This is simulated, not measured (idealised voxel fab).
The following process module bears the name voxel wiring stack.
Each square cell in cross-section cut measures 5 nm, and the section as a whole is 255 nm wide.
In this document a cross-section is written as a grid of square cells. It is given as a series of bands, listed from the top down, and a band is one or more rows of cells. It is stipulated that each band's entry specify, in nanometres, the height of the top of the band and then that of its bottom, followed by the materials of the band in left-to-right sequence, each together with its width in nanometres. A single material marked by the word "everywhere" is understood to fill the band from edge to edge; the word "empty" is understood to denote empty space. Heights from 0 (as-received wafer is one material below). Bottom band endless downward, as "0 nm and below". Per-row width for "30 to 40": begins at first number (top row of band), ends at second number (bottom row), increment between rows held constant. "no change" for a step: no cell of the cross-section changed in that step. In "Completely enclosed voids" the enclosed voids are listed, meaning empty spaces of 8 cells or larger without any opening to the top. The form is width x height at distance, distance from the left edge, units nm. If you see something after the settings on a step's line, that's the simulator's own remark about that step. "overlay nm", when on a step's line for a step with a mask, measures how far to the right of its planned place the mask lay; a negative measure means to the left.
Steps planned for the process
1. RECEIVE,material Si
2. CONFORMAL_DEP,material SiO2,thk nm 10
3. DIRECTIONAL_DEP,material TiN,thk nm 5
4. DIRECTIONAL_DEP,material Ru,thk nm 25
5. PATTERN,tone cover,mask id METAL_1,material resist,width nm 25,pitch nm 55,thk nm 15,overlay nm 0
6. DIRECTIONAL_ETCH,etch materials Ru,depth nm 25
7. DIRECTIONAL_ETCH,etch materials TiN,depth nm 5
8. STRIP,etch materials resist
9. FILL_DEP,material SiO2,thk nm 5
10. CMP,height nm 40
11. CONFORMAL_DEP,material SiCN,thk nm 5
12. DIRECTIONAL_DEP,material lowk,thk nm 20
13. MASKED_ETCH,tone open,mask id PLUG_1,width nm 15,pitch nm 55,etch materials lowk,depth nm 20,overlay nm 0
14. MASKED_ETCH,tone open,mask id PLUG_1,width nm 15,pitch nm 55,etch materials SiCN,depth nm 5,overlay nm 0
15. CONFORMAL_DEP,material TiN,thk nm 5
16. FILL_DEP,material W,thk nm 5
17. CMP,height nm 65
18. CONFORMAL_DEP,material SiN,thk nm 5
19. DIRECTIONAL_DEP,material lowk,thk nm 20
20. MASKED_ETCH,tone open,mask id METAL_2,width nm 25,pitch nm 55,etch materials lowk,depth nm 20,overlay nm 0
21. MASKED_ETCH,tone open,mask id METAL_2,width nm 25,pitch nm 55,etch materials SiN,depth nm 5,overlay nm 0
22. CONFORMAL_DEP,material TiN,thk nm 5
23. FILL_DEP,material Cu,thk nm 10
24. CMP,height nm 90
25. CONFORMAL_DEP,material SiCN,thk nm 5
First of two wafers, processed according to plan
This is the cross-section of the wafer as we received it, i.e. after step 1
* 0 nm and below: Si everywhere
* Completely enclosed voids: none
After step 2, in cross-section
* 10 nm to 0 nm: SiO2 everywhere
* Lower than 0, everything is as it was.
After step 3, in cross-section
* 15 nm to 10 nm: TiN everywhere
* Lower than 10, everything is as it was.
After step 4, in cross-section
* 40 nm to 15 nm: Ru everywhere
* Lower than 15, everything is as it was.
After step 5, in cross-section
* 55 nm to 40 nm: empty=30 | resist=25 | empty=30 | resist=25 | empty=30 | resist=25 | empty=30 | resist=25 | empty=35
* Lower than 40, everything is as it was.
After step 6, in cross-section
* 55 nm to 40 nm: empty=30 | resist=25 | empty=30 | resist=25 | empty=30 | resist=25 | empty=30 | resist=25 | empty=35
* 40 nm to 15 nm: empty=30 | Ru=25 | empty=30 | Ru=25 | empty=30 | Ru=25 | empty=30 | Ru=25 | empty=35
* Lower than 15, everything is as it was.
After step 7, in cross-section
* 55 nm to 40 nm: empty=30 | resist=25 | empty=30 | resist=25 | empty=30 | resist=25 | empty=30 | resist=25 | empty=35
* 40 nm to 15 nm: empty=30 | Ru=25 | empty=30 | Ru=25 | empty=30 | Ru=25 | empty=30 | Ru=25 | empty=35
* 15 nm to 10 nm: empty=30 | TiN=25 | empty=30 | TiN=25 | empty=30 | TiN=25 | empty=30 | TiN=25 | empty=35
* Lower than 10, everything is as it was.
After step 8, in cross-section
* 40 nm to 15 nm: empty=30 | Ru=25 | empty=30 | Ru=25 | empty=30 | Ru=25 | empty=30 | Ru=25 | empty=35
* Lower than 15, everything is as it was.
After step 9, in cross-section
* 45 nm to 40 nm: SiO2 everywhere
* 40 nm to 15 nm: SiO2=30 | Ru=25 | SiO2=30 | Ru=25 | SiO2=30 | Ru=25 | SiO2=30 | Ru=25 | SiO2=35
* 15 nm to 10 nm: SiO2=30 | TiN=25 | SiO2=30 | TiN=25 | SiO2=30 | TiN=25 | SiO2=30 | TiN=25 | SiO2=35
* Lower than 10, everything is as it was.
After step 10, in cross-section
* 40 nm to 15 nm: SiO2=30 | Ru=25 | SiO2=30 | Ru=25 | SiO2=30 | Ru=25 | SiO2=30 | Ru=25 | SiO2=35
* Lower than 15, everything is as it was.
After step 11, in cross-section
* 45 nm to 40 nm: SiCN everywhere
* Lower than 40, everything is as it was.
After step 12, in cross-section
* 65 nm to 45 nm: lowk everywhere
* Lower than 45, everything is as it was.
After step 13, in cross-section
* 65 nm to 45 nm: lowk=30 | empty=15 | lowk=40 | empty=15 | lowk=40 | empty=15 | lowk=40 | empty=15 | lowk=45
* Lower than 45, everything is as it was.
After step 14, in cross-section
* 65 nm to 45 nm: lowk=30 | empty=15 | lowk=40 | empty=15 | lowk=40 | empty=15 | lowk=40 | empty=15 | lowk=45
* 45 nm to 40 nm: SiCN=30 | empty=15 | SiCN=40 | empty=15 | SiCN=40 | empty=15 | SiCN=40 | empty=15 | SiCN=45
* Lower than 40, everything is as it was.
After step 15, in cross-section
* 70 nm to 65 nm: TiN=35 | empty=5 | TiN=50 | empty=5 | TiN=50 | empty=5 | TiN=50 | empty=5 | TiN=50
* 65 nm to 45 nm: lowk=30 | TiN=5 | empty=5 | TiN=5 | lowk=40 | TiN=5 | empty=5 | TiN=5 | lowk=40 | TiN=5 | empty=5 | TiN=5 | lowk=40 | TiN=5 | empty=5 | TiN=5 | lowk=45
* 45 nm to 40 nm: SiCN=30 | TiN=15 | SiCN=40 | TiN=15 | SiCN=40 | TiN=15 | SiCN=40 | TiN=15 | SiCN=45
* Lower than 40, everything is as it was.
After step 16, in cross-section
* 75 nm to 70 nm: W everywhere
* 70 nm to 65 nm: TiN=35 | W=5 | TiN=50 | W=5 | TiN=50 | W=5 | TiN=50 | W=5 | TiN=50
* 65 nm to 45 nm: lowk=30 | TiN=5 | W=5 | TiN=5 | lowk=40 | TiN=5 | W=5 | TiN=5 | lowk=40 | TiN=5 | W=5 | TiN=5 | lowk=40 | TiN=5 | W=5 | TiN=5 | lowk=45
* Lower than 45, everything is as it was.
After step 17, in cross-section
* 65 nm to 45 nm: lowk=30 | TiN=5 | W=5 | TiN=5 | lowk=40 | TiN=5 | W=5 | TiN=5 | lowk=40 | TiN=5 | W=5 | TiN=5 | lowk=40 | TiN=5 | W=5 | TiN=5 | lowk=45
* Lower than 45, everything is as it was.
After step 18, in cross-section
* 70 nm to 65 nm: SiN everywhere
* Lower than 65, everything is as it was.
After step 19, in cross-section
* 90 nm to 70 nm: lowk everywhere
* Lower than 70, everything is as it was.
After step 20, in cross-section
* 90 nm to 70 nm: lowk=30 | empty=25 | lowk=30 | empty=25 | lowk=30 | empty=25 | lowk=30 | empty=25 | lowk=35
* Lower than 70, everything is as it was.
After step 21, in cross-section
* 90 nm to 70 nm: lowk=30 | empty=25 | lowk=30 | empty=25 | lowk=30 | empty=25 | lowk=30 | empty=25 | lowk=35
* 70 nm to 65 nm: SiN=30 | empty=25 | SiN=30 | empty=25 | SiN=30 | empty=25 | SiN=30 | empty=25 | SiN=35
* Lower than 65, everything is as it was.
After step 22, in cross-section
* 95 nm to 90 nm: TiN=35 | empty=15 | TiN=40 | empty=15 | TiN=40 | empty=15 | TiN=40 | empty=15 | TiN=40
* 90 nm to 70 nm: lowk=30 | TiN=5 | empty=15 | TiN=5 | lowk=30 | TiN=5 | empty=15 | TiN=5 | lowk=30 | TiN=5 | empty=15 | TiN=5 | lowk=30 | TiN=5 | empty=15 | TiN=5 | lowk=35
* 70 nm to 65 nm: SiN=30 | TiN=25 | SiN=30 | TiN=25 | SiN=30 | TiN=25 | SiN=30 | TiN=25 | SiN=35
* Lower than 65, everything is as it was.
After step 23, in cross-section
* 105 nm to 95 nm: Cu everywhere
* 95 nm to 90 nm: TiN=35 | Cu=15 | TiN=40 | Cu=15 | TiN=40 | Cu=15 | TiN=40 | Cu=15 | TiN=40
* 90 nm to 70 nm: lowk=30 | TiN=5 | Cu=15 | TiN=5 | lowk=30 | TiN=5 | Cu=15 | TiN=5 | lowk=30 | TiN=5 | Cu=15 | TiN=5 | lowk=30 | TiN=5 | Cu=15 | TiN=5 | lowk=35
* Lower than 70, everything is as it was.
After step 24, in cross-section
* 90 nm to 70 nm: lowk=30 | TiN=5 | Cu=15 | TiN=5 | lowk=30 | TiN=5 | Cu=15 | TiN=5 | lowk=30 | TiN=5 | Cu=15 | TiN=5 | lowk=30 | TiN=5 | Cu=15 | TiN=5 | lowk=35
* Lower than 70, everything is as it was.
After step 25, in cross-section
* 95 nm to 90 nm: SiCN everywhere
* Lower than 90, everything is as it was.
It is to be noted that the second wafer proceeded from the same initial state and according to the same plan as the first, although one mistake was committed in its execution; through step 12, inclusive, the two wafers share an identical history
Second wafer, sectioned view, at step 13's planned end time
* 65 nm to 45 nm: lowk=25 | empty=25 | lowk=30 | empty=25 | lowk=30 | empty=25 | lowk=30 | empty=25 | lowk=40
* Lower than 45, everything is as it was.
Second wafer, sectioned view, at step 14's planned end time
* 65 nm to 45 nm: lowk=25 | empty=25 | lowk=30 | empty=25 | lowk=30 | empty=25 | lowk=30 | empty=25 | lowk=40
* 45 nm to 40 nm: SiCN=30 | empty=15 | SiCN=40 | empty=15 | SiCN=40 | empty=15 | SiCN=40 | empty=15 | SiCN=45
* Lower than 40, everything is as it was.
Second wafer, sectioned view, at step 15's planned end time
* 70 nm to 65 nm: TiN=30 | empty=15 | TiN=40 | empty=15 | TiN=40 | empty=15 | TiN=40 | empty=15 | TiN=45
* 65 nm to 50 nm: lowk=25 | TiN=5 | empty=15 | TiN=5 | lowk=30 | TiN=5 | empty=15 | TiN=5 | lowk=30 | TiN=5 | empty=15 | TiN=5 | lowk=30 | TiN=5 | empty=15 | TiN=5 | lowk=40
* 50 nm to 45 nm: lowk=25 | TiN=10 | empty=5 | TiN=10 | lowk=30 | TiN=10 | empty=5 | TiN=10 | lowk=30 | TiN=10 | empty=5 | TiN=10 | lowk=30 | TiN=10 | empty=5 | TiN=10 | lowk=40
* 45 nm to 40 nm: SiCN=30 | TiN=15 | SiCN=40 | TiN=15 | SiCN=40 | TiN=15 | SiCN=40 | TiN=15 | SiCN=45
* Lower than 40, everything is as it was.
Second wafer, sectioned view, at step 16's planned end time
* 75 nm to 70 nm: W everywhere
* 70 nm to 65 nm: TiN=30 | W=15 | TiN=40 | W=15 | TiN=40 | W=15 | TiN=40 | W=15 | TiN=45
* 65 nm to 50 nm: lowk=25 | TiN=5 | W=15 | TiN=5 | lowk=30 | TiN=5 | W=15 | TiN=5 | lowk=30 | TiN=5 | W=15 | TiN=5 | lowk=30 | TiN=5 | W=15 | TiN=5 | lowk=40
* 50 nm to 45 nm: lowk=25 | TiN=10 | W=5 | TiN=10 | lowk=30 | TiN=10 | W=5 | TiN=10 | lowk=30 | TiN=10 | W=5 | TiN=10 | lowk=30 | TiN=10 | W=5 | TiN=10 | lowk=40
* Lower than 45, everything is as it was.
Second wafer, sectioned view, at step 17's planned end time
* 65 nm to 50 nm: lowk=25 | TiN=5 | W=15 | TiN=5 | lowk=30 | TiN=5 | W=15 | TiN=5 | lowk=30 | TiN=5 | W=15 | TiN=5 | lowk=30 | TiN=5 | W=15 | TiN=5 | lowk=40
* Lower than 50, everything is as it was.
Second wafer, sectioned view, at step 18's planned end time
* 70 nm to 65 nm: SiN everywhere
* Lower than 65, everything is as it was.
Second wafer, sectioned view, at step 19's planned end time
* 90 nm to 70 nm: lowk everywhere
* Lower than 70, everything is as it was.
Second wafer, sectioned view, at step 20's planned end time
* 90 nm to 70 nm: lowk=30 | empty=25 | lowk=30 | empty=25 | lowk=30 | empty=25 | lowk=30 | empty=25 | lowk=35
* Lower than 70, everything is as it was.
Second wafer, sectioned view, at step 21's planned end time
* 90 nm to 70 nm: lowk=30 | empty=25 | lowk=30 | empty=25 | lowk=30 | empty=25 | lowk=30 | empty=25 | lowk=35
* 70 nm to 65 nm: SiN=30 | empty=25 | SiN=30 | empty=25 | SiN=30 | empty=25 | SiN=30 | empty=25 | SiN=35
* Lower than 65, everything is as it was.
Second wafer, sectioned view, at step 22's planned end time
* 95 nm to 90 nm: TiN=35 | empty=15 | TiN=40 | empty=15 | TiN=40 | empty=15 | TiN=40 | empty=15 | TiN=40
* 90 nm to 70 nm: lowk=30 | TiN=5 | empty=15 | TiN=5 | lowk=30 | TiN=5 | empty=15 | TiN=5 | lowk=30 | TiN=5 | empty=15 | TiN=5 | lowk=30 | TiN=5 | empty=15 | TiN=5 | lowk=35
* 70 nm to 65 nm: SiN=30 | TiN=25 | SiN=30 | TiN=25 | SiN=30 | TiN=25 | SiN=30 | TiN=25 | SiN=35
* Lower than 65, everything is as it was.
Second wafer, sectioned view, at step 23's planned end time
* 105 nm to 95 nm: Cu everywhere
* 95 nm to 90 nm: TiN=35 | Cu=15 | TiN=40 | Cu=15 | TiN=40 | Cu=15 | TiN=40 | Cu=15 | TiN=40
* 90 nm to 70 nm: lowk=30 | TiN=5 | Cu=15 | TiN=5 | lowk=30 | TiN=5 | Cu=15 | TiN=5 | lowk=30 | TiN=5 | Cu=15 | TiN=5 | lowk=30 | TiN=5 | Cu=15 | TiN=5 | lowk=35
* Lower than 70, everything is as it was.
Second wafer, sectioned view, at step 24's planned end time
* 90 nm to 70 nm: lowk=30 | TiN=5 | Cu=15 | TiN=5 | lowk=30 | TiN=5 | Cu=15 | TiN=5 | lowk=30 | TiN=5 | Cu=15 | TiN=5 | lowk=30 | TiN=5 | Cu=15 | TiN=5 | lowk=35
* Lower than 70, everything is as it was.
Second wafer, sectioned view, at step 25's planned end time
* 95 nm to 90 nm: SiCN everywhere
* Lower than 90, everything is as it was.
Where did the run depart from the plan? not per plan at step 13, really ran MASKED_ETCH,tone open,mask id PLUG_1,width nm 25,pitch nm 55,etch materials lowk,depth nm 20,overlay nm 0
Count the cells at the end and the second wafer has more or fewer of some materials than the first: TiN +8 | W +24 | lowk -32
